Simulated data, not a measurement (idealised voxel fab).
Presented below is a process module, voxel transistor to metal.
Cross-section cut spans 290 nm and uses square cells 5 nm in size.
Heads up, the way a cross-section reads in here is a grid of square cells, handed over as bands from the top down, with every band being one or more rows of cells.
Top height, bottom height, nm. Materials left to right, width each, nm. Single material + "edge to edge" = fills band edge to edge. "empty" = empty.
Heads up on the height convention: 0 is the point under which the incoming wafer is all one material, and the lowest band has no bottom, it just keeps going down, like "0..down".
The width entry "30 to 40" should be interpreted row by row: the top row of cells in the band takes the first number, the bottom row takes the second number, and the change between adjacent rows is uniform throughout.
"all unchanged" -> step changed no cross-section cell.
Reported under the label "Closed empty spaces" are the empty spaces having no open way to the top and comprising 8 cells or more; the notation for each is width x height at distance, in which the distance is measured from the left edge and all three values are in nm.
Step line, after settings: the simulator's comment on this step.
Regarding "overlay nm": on a step with a mask, it is the distance the mask lay to the right of its planned place; a negative value places it to the left.
[These are the steps we planned for the process]
| 1 | RECEIVE [material Si] |
| 2 | OXIDIZE [depth nm 5] |
| 3 | CONFORMAL_DEP [material SiN] [thk nm 10] |
| 4 | DIRECTIONAL_DEP [material aC] [thk nm 10] |
| 5 | PATTERN [tone cover] [mask id ACTIVE] [material resist] [width nm 100] [pitch nm 125] [thk nm 30] [overlay nm 0] |
| 6 | DIRECTIONAL_ETCH [etch materials aC] [depth nm 10] |
| 7 | STRIP [etch materials resist] |
| 8 | DIRECTIONAL_ETCH [etch materials SiN] [depth nm 10] |
| 9 | DIRECTIONAL_ETCH [etch materials SiO2] [depth nm 5] |
| 10 | DIRECTIONAL_ETCH [etch materials Si] [depth nm 20] |
| 11 | STRIP [etch materials aC] |
| 12 | OXIDIZE [depth nm 5] |
| 13 | FILL_DEP [material SiO2] [thk nm 5] |
| 14 | CMP [height nm 10] |
| 15 | SELECTIVE_ETCH [etch materials SiO2] [depth nm 5] |
| 16 | STRIP [etch materials SiN] |
| 17 | SELECTIVE_ETCH [etch materials SiO2] [depth nm 5] |
| 18 | OXIDIZE [depth nm 5] |
| 19 | DIRECTIONAL_DEP [material polySi] [thk nm 30] |
| 20 | DIRECTIONAL_DEP [material SiCN] [thk nm 10] |
| 21 | MASKED_ETCH [tone cover] [mask id GATE] [width nm 30] [pitch nm 125] [etch materials SiCN] [depth nm 20] [overlay nm 0] |
| 22 | MASKED_ETCH [tone cover] [mask id GATE] [width nm 30] [pitch nm 125] [etch materials polySi] [depth nm 40] [overlay nm 0] |
| 23 | CONFORMAL_DEP [material SiN] [thk nm 5] |
| 24 | DIRECTIONAL_ETCH [etch materials SiN] [depth nm 5] |
| 25 | DIRECTIONAL_ETCH [etch materials SiO2] [depth nm 5] |
| 26 | DIRECTIONAL_ETCH [etch materials Si] [depth nm 10] |
| 27 | EPI [material SiGe] [thk nm 10] |
| 28 | FILL_DEP [material SiO2] [thk nm 5] |
| 29 | CMP [height nm 25] |
| 30 | STRIP [etch materials polySi] |
| 31 | SELECTIVE_ETCH [etch materials SiO2] [depth nm 5] |
| 32 | CONFORMAL_DEP [material HfO2] [thk nm 5] |
| 33 | CONFORMAL_DEP [material TiN] [thk nm 5] |
| 34 | FILL_DEP [material W] [thk nm 5] |
| 35 | CMP [height nm 20] |
| 36 | DIRECTIONAL_DEP [material SiO2] [thk nm 10] |
| 37 | DIRECTIONAL_DEP [material aC] [thk nm 15] |
| 38 | PATTERN [tone open] [mask id CONTACT] [material resist] [width nm 15] [thk nm 30] [overlay nm 0] |
| 39 | DIRECTIONAL_ETCH [etch materials aC] [depth nm 15] |
| 40 | STRIP [etch materials resist] |
| 41 | DIRECTIONAL_ETCH [etch materials SiO2] [depth nm 40] |
| 42 | STRIP [etch materials aC] |
| 43 | CONFORMAL_DEP [material TiN] [thk nm 5] |
| 44 | FILL_DEP [material Ru] [thk nm 5] |
| 45 | CMP [height nm 30] |
| 46 | CONFORMAL_DEP [material SiN] [thk nm 5] |
| 47 | DIRECTIONAL_DEP [material lowk] [thk nm 25] |
| 48 | PATTERN [tone open] [mask id METAL_1] [material resist] [width nm 15] [thk nm 20] [overlay nm 0] |
| 49 | DIRECTIONAL_ETCH [etch materials lowk] [depth nm 25] |
| 50 | DIRECTIONAL_ETCH [etch materials SiN] [depth nm 5] |
| 51 | STRIP [etch materials resist] |
| 52 | CONFORMAL_DEP [material TiN] [thk nm 5] |
| 53 | FILL_DEP [material Cu] [thk nm 5] |
| 54 | CMP [height nm 60] |
| 55 | CONFORMAL_DEP [material SiN] [thk nm 5] |
[Here's what the wafer looked like in cross-section when it arrived - that's after step 1]
0..down | Si edge to edge
Closed empty spaces: none
[The cross-section shown corresponds to the wafer at the conclusion of the module. The initial structure and the process plan are those presented above; however, one mistake occurred in executing the plan]
65..60 | SiN edge to edge
60..35 | lowk 35, then TiN 5, then Cu 5, then TiN 5, then lowk 60, then TiN 5, then Cu 5, then TiN 5, then lowk 35, then TiN 5, then Cu 5, then TiN 5, then lowk 60, then TiN 5, then Cu 5, then TiN 5, then lowk 40
35..30 | SiN 35, then TiN 15, then SiN 60, then TiN 15, then SiN 35, then TiN 15, then SiN 60, then TiN 15, then SiN 40
30..20 | SiO2 35, then TiN 5, then Ru 5, then TiN 5, then SiO2 60, then TiN 5, then Ru 5, then TiN 5, then SiO2 35, then TiN 5, then Ru 5, then TiN 5, then SiO2 60, then TiN 5, then Ru 5, then TiN 5, then SiO2 40
20..0 | SiO2 35, then TiN 5, then Ru 5, then TiN 5, then SiO2 10, then SiN 5, then HfO2 5, then TiN 5, then W 10, then TiN 5, then HfO2 5, then SiN 5, then SiO2 10, then TiN 5, then Ru 5, then TiN 5, then SiO2 35, then TiN 5, then Ru 5, then TiN 5, then SiO2 10, then SiN 5, then HfO2 5, then TiN 5, then W 10, then TiN 5, then HfO2 5, then SiN 5, then SiO2 10, then TiN 5, then Ru 5, then TiN 5, then SiO2 40
0..-5 | SiO2 25, then SiN 5, then SiO2 5, then TiN 5, then Ru 5, then TiN 5, then SiGe 10, then SiN 5, then HfO2 5, then TiN 20, then HfO2 5, then SiN 5, then SiGe 10, then TiN 5, then Ru 5, then TiN 5, then SiO2 5, then SiN 5, then SiO2 15, then SiN 5, then SiO2 5, then TiN 5, then Ru 5, then TiN 5, then SiGe 10, then SiN 5, then HfO2 5, then TiN 20, then HfO2 5, then SiN 5, then SiGe 10, then TiN 5, then Ru 5, then TiN 5, then SiO2 5, then SiN 5, then SiO2 30
-5..-10 | SiO2 35, then TiN 15, then SiGe 10, then HfO2 40, then SiGe 10, then TiN 15, then SiO2 35, then TiN 15, then SiGe 10, then HfO2 40, then SiGe 10, then TiN 15, then SiO2 40
-10..-20 | SiO2 35, then SiGe 25, then Si 40, then SiGe 25, then SiO2 35, then SiGe 25, then Si 40, then SiGe 25, then SiO2 40
-20..-50 | SiO2 35, then Si 90, then SiO2 35, then Si 90, then SiO2 40
-50..down | Si edge to edge
Closed empty spaces: none
So what did we get wrong on this run? the plan's step 10 ran twice
